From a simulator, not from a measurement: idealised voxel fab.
Module name: voxel double patterning (process module)
Cross-section cut: width 190 nm, square cells of 5 nm.
A cross-section in this document is a grid of square cells, and it is written down as bands, the top band listed before the ones below it; a band is made up of one or more rows of cells. Band entry format. Leading values: height of top, height of bottom, nm. Remainder: materials in left-to-right order, each with its width in nm. Special words: "full width" on a single material, which then fills the band edge to edge; "blank", empty space. Height 0 is the level under which the wafer as received is all one material. The lowest band goes on downwards, as in "0 -> down". You'd read "30->40" like this: the band's top row of cells is as wide as the first number, its bottom row is as wide as the second, and going down, every row changes width by the same amount as the row before did. Key: "remains unaltered" - step with no changed cell in the cross-section. In "Completely enclosed voids" the enclosed voids are listed, meaning empty spaces of 8 cells or larger without any opening to the top. The form is width x height at distance, distance from the left edge, units nm. Text after the settings on a step's line: the simulator's own remark on that step. A step's line can hold "overlay nm"; with a mask on that step, the setting says how far right of the planned place the mask lay, while a negative setting says it lay to the left.
LIST OF PLANNED PROCESS STEPS
1 RECEIVE [material Si]
2 CONFORMAL_DEP [material SiO2] [thk nm 5]
3 DIRECTIONAL_DEP [material W] [thk nm 15]
4 DIRECTIONAL_DEP [material SiN] [thk nm 10]
5 MASKED_ETCH [tone open] [mask id FIRST] [width nm 15] [pitch nm 50] [etch materials SiN] [depth nm 10] [overlay nm 0]
6 PATTERN [tone open] [mask id SECOND] [material resist] [width nm 15] [thk nm 20] [overlay nm 0]
7 DIRECTIONAL_ETCH [etch materials SiN] [depth nm 10]
8 STRIP [etch materials resist]
9 DIRECTIONAL_ETCH [etch materials W] [depth nm 15]
10 STRIP [etch materials SiN]
CROSS-SECTIONAL VIEW OF THE WAFER IN ITS AS-RECEIVED CONDITION, CORRESPONDING TO THE STATE AFTER STEP 1
0 -> down | Si full width
Completely enclosed voids: none
CROSS-SECTION, FIRST OF TWO WAFERS, END OF MODULE, RUN AS PLANNED
20 -> 5 | 60 W; 15 blank; 10 W; 15 blank; 10 W; 15 blank; 65 W
5 -> 0 | SiO2 full width
0 -> down | Si full width
Completely enclosed voids: none
CROSS-SECTIONAL IMAGE OF THE SECOND WAFER OF THE TWO FOLLOWING COMPLETION OF THE MODULE. STARTING STATE AND PROCESS PLAN WERE THE SAME AS FOR THE FIRST WAFER; ONE EXECUTION ERROR OCCURRED
30 -> 20 | 60 SiN; 15 blank; 10 SiN; 15 blank; 10 SiN; 15 blank; 65 SiN
20 -> 5 | 60 W; 15 blank; 10 W; 15 blank; 10 W; 15 blank; 65 W
5 -> 0 | SiO2 full width
0 -> down | Si full width
Completely enclosed voids: none
The plan and the run diverged here: heads up, step 10 of the plan was skipped and never actually ran
Cell-count delta at end, second wafer over first, by material: 58 more of SiN
